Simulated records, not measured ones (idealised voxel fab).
Process module name: voxel transistor to metal
The cross-section on display is named cut; it measures 175 nm wide, and its cells are 5 nm squares.
Reading order for cross-sections: top band down to bottom band. Underlying form: a grid of square cells. Band size: one or more rows of cells. Top height, bottom height, nm. Materials left to right, width each, nm. Single material + "all across" = fills band edge to edge. "empty" = empty. Height 0 is the level under which the wafer as received is all one material. The lowest band goes on downwards, as in "top 0, no bottom". A two-number width, for instance "30->40", indicates that the width is equal to the first number in the top row of the band and to the second number in the bottom row, and that it changes by a constant amount per row of cells. Where the words "changes: none" appear for a step, the cross-section shows no cell changed by that step; every cell remained as before. Entry "Completely sealed voids" = empty spaces >= 8 cells with no open way to the top; each as width x height at distance, distance from left edge, all nm. Read whatever lies past the settings on a step's line as the simulator's own remark about the step. The "overlay nm" setting may appear on a step's line; for a step that uses a mask, it gives how far to the right of its planned position the mask lay, and a negative value indicates the left.

### Planned process steps
- 1: op RECEIVE | material Si
- 2: op OXIDIZE | depth nm 5
- 3: op CONFORMAL_DEP | material SiN | thk nm 15
- 4: op DIRECTIONAL_DEP | material aC | thk nm 10
- 5: op PATTERN | tone cover | mask id ACTIVE | material resist | width nm 105 | thk nm 30 | overlay nm 0
- 6: op DIRECTIONAL_ETCH | etch materials aC | depth nm 10
- 7: op STRIP | etch materials resist
- 8: op DIRECTIONAL_ETCH | etch materials SiN | depth nm 15
- 9: op DIRECTIONAL_ETCH | etch materials SiO2 | depth nm 5
- 10: op DIRECTIONAL_ETCH | etch materials Si | depth nm 35
- 11: op STRIP | etch materials aC
- 12: op OXIDIZE | depth nm 5
- 13: op FILL_DEP | material SiO2 | thk nm 5
- 14: op CMP | height nm 15
- 15: op SELECTIVE_ETCH | etch materials SiO2 | depth nm 5
- 16: op STRIP | etch materials SiN
- 17: op SELECTIVE_ETCH | etch materials SiO2 | depth nm 5
- 18: op OXIDIZE | depth nm 5
- 19: op DIRECTIONAL_DEP | material polySi | thk nm 25
- 20: op DIRECTIONAL_DEP | material SiCN | thk nm 10
- 21: op PATTERN | tone cover | mask id GATE | material resist | width nm 15 | thk nm 20 | overlay nm 0
- 22: op DIRECTIONAL_ETCH | etch materials SiCN | depth nm 20
- 23: op DIRECTIONAL_ETCH | etch materials polySi | depth nm 35
- 24: op STRIP | etch materials resist
- 25: op CONFORMAL_DEP | material SiO2 | thk nm 5
- 26: op DIRECTIONAL_ETCH | etch materials SiO2 | depth nm 5
- 27: op CONFORMAL_DEP | material SiN | thk nm 5
- 28: op DIRECTIONAL_ETCH | etch materials SiN | depth nm 5
- 29: op DIRECTIONAL_ETCH | etch materials SiO2 | depth nm 5
- 30: op DIRECTIONAL_ETCH | etch materials Si | depth nm 5
- 31: op EPI | material pSi | thk nm 5
- 32: op FILL_DEP | material SiO2 | thk nm 5
- 33: op CMP | height nm 30
- 34: op DIRECTIONAL_DEP | material SiO2 | thk nm 15
- 35: op DIRECTIONAL_DEP | material aC | thk nm 10
- 36: op PATTERN | tone open | mask id CONTACT | material resist | width nm 30 | pitch nm 55 | thk nm 30 | overlay nm 0
- 37: op DIRECTIONAL_ETCH | etch materials aC | depth nm 10
- 38: op STRIP | etch materials resist
- 39: op DIRECTIONAL_ETCH | etch materials SiO2 | depth nm 55
- 40: op STRIP | etch materials aC
- 41: op CONFORMAL_DEP | material TiN | thk nm 5
- 42: op FILL_DEP | material W | thk nm 5
- 43: op CMP | height nm 45
- 44: op CONFORMAL_DEP | material SiN | thk nm 5
- 45: op DIRECTIONAL_DEP | material SiO2 | thk nm 15
- 46: op PATTERN | tone open | mask id METAL_1 | material resist | width nm 20 | pitch nm 65 | thk nm 20 | overlay nm 0
- 47: op DIRECTIONAL_ETCH | etch materials SiO2 | depth nm 15
- 48: op DIRECTIONAL_ETCH | etch materials SiN | depth nm 5
- 49: op STRIP | etch materials resist
- 50: op CONFORMAL_DEP | material TiN | thk nm 5
- 51: op FILL_DEP | material Ru | thk nm 5
- 52: op CMP | height nm 65
- 53: op EPI | material Ru | thk nm 5
- 54: op FILL_DEP | material SiCN | thk nm 5

### Here's what the wafer looked like in cross-section when it arrived - that's after step 1
> top 0, no bottom  Si all across
> Completely sealed voids: none

### The module was run from the start shown above using the plan shown above, but one mistake was made doing it; the resulting wafer cross-section is below
> top 75, bottom 70  SiCN all across
> top 70, bottom 65  SiCN: 40, Ru: 30, SiCN: 35, Ru: 30, SiCN: 40
> top 65, bottom 50  SiO2: 45, TiN: 5, Ru: 10, TiN: 5, SiO2: 45, TiN: 5, Ru: 10, TiN: 5, SiO2: 45
> top 50, bottom 45  SiN: 45, TiN: 20, SiN: 45, TiN: 20, SiN: 45
> top 45, bottom 30  SiO2: 45, TiN: 5, W: 20, TiN: 5, SiO2: 25, TiN: 5, W: 20, TiN: 5, SiO2: 45
> top 30, bottom 20  SiO2: 45, TiN: 5, W: 20, TiN: 5, SiO2: 5, SiCN: 15, SiO2: 5, TiN: 5, W: 20, TiN: 5, SiO2: 45
> top 20, bottom 0  SiO2: 45, TiN: 5, W: 20, TiN: 5, SiO2: 5, polySi: 15, SiO2: 5, TiN: 5, W: 20, TiN: 5, SiO2: 45
> top 0, bottom -5  SiO2: 45, TiN: 5, W: 15, TiN: 10, SiO2: 5, polySi: 15, SiO2: 5, TiN: 10, W: 15, TiN: 5, SiO2: 45
> top -5, bottom -10  SiO2: 45, TiN: 25, pSi: 5, SiO2: 25, pSi: 5, TiN: 25, SiO2: 45
> top -10, bottom -15  SiO2: 40, pSi: 35, Si: 25, pSi: 35, SiO2: 40
> top -15, bottom -45  SiO2: 40, Si: 95, SiO2: 40
> top -45, no bottom  Si all across
> Completely sealed voids: none
Where did the run depart from the plan? yeah, step 27 of the plan got skipped, never ran
